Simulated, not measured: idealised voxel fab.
Process module name: voxel wiring stack
The width of the displayed cross-section, cut, is 240 nm; its cells are square, with a size of 5 nm.
For the purposes of this document, a cross-section shall be understood as a grid of square cells, specified as bands listed in top-to-bottom order, each band consisting of one or more rows of cells. The entry gives the band's vertical extent as a top height and a bottom height in nm, then its horizontal make-up as materials from left to right, each with a width in nm. "empty" stands for empty space; a single material marked "throughout" fills the band edge to edge. Measure heights from 0. That's the level where, below it, the as-received wafer is all one material. The lowest band is bottomless and extends downward; write it as in "top 0, no bottom". The notation "30->40" denotes a width that varies across the rows of cells in the band, beginning at the first number in the top row, finishing at the second number in the bottom row, and changing by an identical amount from each row to the next. Any step labelled "nothing different" changed none of the cells in the cross-section. "Closed void roster": empty spaces of 8 cells or more with no open way to the top, each given as width x height at distance, distance from the left edge, all in nm. Formally, on a step line, whatever follows the settings is a remark that the simulator itself makes on the step. overlay nm: how far to the right of its planned place the mask lay on this masked step (negative: to the left).

Steps planned for the process
- 1: RECEIVE: material Si
- 2: CONFORMAL_DEP: material SiO2, thk nm 15
- 3: CONFORMAL_DEP: material SiN, thk nm 5
- 4: DIRECTIONAL_DEP: material SiO2, thk nm 20
- 5: MASKED_ETCH: tone open, mask id METAL_1, width nm 30, pitch nm 50, etch materials SiO2, depth nm 20, overlay nm 0
- 6: MASKED_ETCH: tone open, mask id METAL_1, width nm 30, pitch nm 50, etch materials SiN, depth nm 5, overlay nm 0
- 7: CONFORMAL_DEP: material TiN, thk nm 5
- 8: FILL_DEP: material Cu, thk nm 5
- 9: CMP: height nm 40
- 10: CONFORMAL_DEP: material SiCN, thk nm 5
- 11: DIRECTIONAL_DEP: material SiO2, thk nm 15
- 12: PATTERN: tone open, mask id PLUG_1, material resist, width nm 15, pitch nm 50, thk nm 15, overlay nm 0
- 13: DIRECTIONAL_ETCH: etch materials SiO2, depth nm 15
- 14: DIRECTIONAL_ETCH: etch materials SiCN, depth nm 5
- 15: STRIP: etch materials resist
- 16: CONFORMAL_DEP: material TiN, thk nm 5
- 17: FILL_DEP: material Ru, thk nm 5
- 18: CMP: height nm 60
- 19: DIRECTIONAL_DEP: material TiN, thk nm 5
- 20: DIRECTIONAL_DEP: material Ru, thk nm 20
- 21: DIRECTIONAL_DEP: material aC, thk nm 10
- 22: PATTERN: tone cover, mask id METAL_2, material resist, width nm 30, pitch nm 50, thk nm 25, overlay nm 0
- 23: DIRECTIONAL_ETCH: etch materials aC, depth nm 10
- 24: STRIP: etch materials resist
- 25: DIRECTIONAL_ETCH: etch materials Ru, depth nm 20
- 26: DIRECTIONAL_ETCH: etch materials TiN, depth nm 5
- 27: STRIP: etch materials aC
- 28: CONFORMAL_DEP: material SiCN, thk nm 5
- 29: FILL_DEP: material lowk, thk nm 5
- 30: CMP: height nm 85
- 31: CONFORMAL_DEP: material SiCN, thk nm 5
- 32: DIRECTIONAL_DEP: material SiO2, thk nm 30
- 33: PATTERN: tone open, mask id METAL_3_HOLES, material resist, width nm 15, pitch nm 100, thk nm 15, overlay nm 0
- 34: DIRECTIONAL_ETCH: etch materials SiO2, depth nm 30
- 35: STRIP: etch materials resist
- 36: PATTERN: tone open, mask id METAL_3, material resist, width nm 30, pitch nm 50, thk nm 20, overlay nm 0
- 37: DIRECTIONAL_ETCH: etch materials SiO2, depth nm 20
- 38: DIRECTIONAL_ETCH: etch materials SiCN, depth nm 5
- 39: STRIP: etch materials resist
- 40: CONFORMAL_DEP: material TiN, thk nm 5
- 41: FILL_DEP: material Cu, thk nm 10
- 42: CMP: height nm 120
- 43: CONFORMAL_DEP: material SiCN, thk nm 5

Cross-section, incoming material, after step 1
    top 0, no bottom = Si throughout
    Closed void roster: none

Looking at the first of two wafers in cross-section at end of module - ran to plan
    top 125, bottom 120 = SiCN throughout
    top 120, bottom 105 = SiO2 30, then TiN 5, then Cu 20, then TiN 5, then SiO2 20, then TiN 5, then Cu 20, then TiN 5, then SiO2 20, then TiN 5, then Cu 20, then TiN 5, then SiO2 20, then TiN 5, then Cu 20, then TiN 5, then SiO2 30
    top 105, bottom 100 = SiO2 30, then TiN 5, then Cu 5, then TiN 20, then SiO2 20, then TiN 30, then SiO2 20, then TiN 5, then Cu 5, then TiN 20, then SiO2 20, then TiN 30, then SiO2 30
    top 100, bottom 90 = SiO2 30, then TiN 5, then Cu 5, then TiN 5, then SiO2 85, then TiN 5, then Cu 5, then TiN 5, then SiO2 95
    top 90, bottom 85 = SiCN 30, then TiN 15, then SiCN 85, then TiN 15, then SiCN 95
    top 85, bottom 65 = lowk 25, then SiCN 5, then Ru 30, then SiCN 5, then lowk 10, then SiCN 5, then Ru 30, then SiCN 5, then lowk 10, then SiCN 5, then Ru 30, then SiCN 5, then lowk 10, then SiCN 5, then Ru 30, then SiCN 5, then lowk 25
    top 65, bottom 60 = SiCN 30, then TiN 30, then SiCN 20, then TiN 30, then SiCN 20, then TiN 30, then SiCN 20, then TiN 30, then SiCN 30
    top 60, bottom 45 = SiO2 30, then TiN 5, then Ru 5, then TiN 5, then SiO2 35, then TiN 5, then Ru 5, then TiN 5, then SiO2 35, then TiN 5, then Ru 5, then TiN 5, then SiO2 35, then TiN 5, then Ru 5, then TiN 5, then SiO2 45
    top 45, bottom 40 = SiCN 30, then TiN 15, then SiCN 35, then TiN 15, then SiCN 35, then TiN 15, then SiCN 35, then TiN 15, then SiCN 45
    top 40, bottom 20 = SiO2 30, then TiN 5, then Cu 20, then TiN 5, then SiO2 20, then TiN 5, then Cu 20, then TiN 5, then SiO2 20, then TiN 5, then Cu 20, then TiN 5, then SiO2 20, then TiN 5, then Cu 20, then TiN 5, then SiO2 30
    top 20, bottom 15 = SiN 30, then TiN 30, then SiN 20, then TiN 30, then SiN 20, then TiN 30, then SiN 20, then TiN 30, then SiN 30
    top 15, bottom 0 = SiO2 throughout
    top 0, no bottom = Si throughout
    Closed void roster: none

Cross-sectional view: second of two wafers, end of module; start and plan identical to the first, one mistake in running
    top 140, bottom 135 = SiCN throughout
    top 135, bottom 125 = Cu throughout
    top 125, bottom 120 = TiN 35, then Cu 20, then TiN 30, then Cu 20, then TiN 30, then Cu 20, then TiN 30, then Cu 20, then TiN 35
    top 120, bottom 105 = SiO2 30, then TiN 5, then Cu 20, then TiN 5, then SiO2 20, then TiN 5, then Cu 20, then TiN 5, then SiO2 20, then TiN 5, then Cu 20, then TiN 5, then SiO2 20, then TiN 5, then Cu 20, then TiN 5, then SiO2 30
    top 105, bottom 100 = SiO2 30, then TiN 5, then Cu 5, then TiN 20, then SiO2 20, then TiN 30, then SiO2 20, then TiN 5, then Cu 5, then TiN 20, then SiO2 20, then TiN 30, then SiO2 30
    top 100, bottom 90 = SiO2 30, then TiN 5, then Cu 5, then TiN 5, then SiO2 85, then TiN 5, then Cu 5, then TiN 5, then SiO2 95
    top 90, bottom 85 = SiCN 30, then TiN 15, then SiCN 85, then TiN 15, then SiCN 95
    top 85, bottom 65 = lowk 25, then SiCN 5, then Ru 30, then SiCN 5, then lowk 10, then SiCN 5, then Ru 30, then SiCN 5, then lowk 10, then SiCN 5, then Ru 30, then SiCN 5, then lowk 10, then SiCN 5, then Ru 30, then SiCN 5, then lowk 25
    top 65, bottom 60 = SiCN 30, then TiN 30, then SiCN 20, then TiN 30, then SiCN 20, then TiN 30, then SiCN 20, then TiN 30, then SiCN 30
    top 60, bottom 45 = SiO2 30, then TiN 5, then Ru 5, then TiN 5, then SiO2 35, then TiN 5, then Ru 5, then TiN 5, then SiO2 35, then TiN 5, then Ru 5, then TiN 5, then SiO2 35, then TiN 5, then Ru 5, then TiN 5, then SiO2 45
    top 45, bottom 40 = SiCN 30, then TiN 15, then SiCN 35, then TiN 15, then SiCN 35, then TiN 15, then SiCN 35, then TiN 15, then SiCN 45
    top 40, bottom 20 = SiO2 30, then TiN 5, then Cu 20, then TiN 5, then SiO2 20, then TiN 5, then Cu 20, then TiN 5, then SiO2 20, then TiN 5, then Cu 20, then TiN 5, then SiO2 20, then TiN 5, then Cu 20, then TiN 5, then SiO2 30
    top 20, bottom 15 = SiN 30, then TiN 30, then SiN 20, then TiN 30, then SiN 20, then TiN 30, then SiN 20, then TiN 30, then SiN 30
    top 15, bottom 0 = SiO2 throughout
    top 0, no bottom = Si throughout
    Closed void roster: none
The plan and the run diverged here: no execution of plan step 42; skipped
Final comparison by cell count, materials where the second wafer has more or fewer than the first: Cu: 112 more | TiN: 32 more
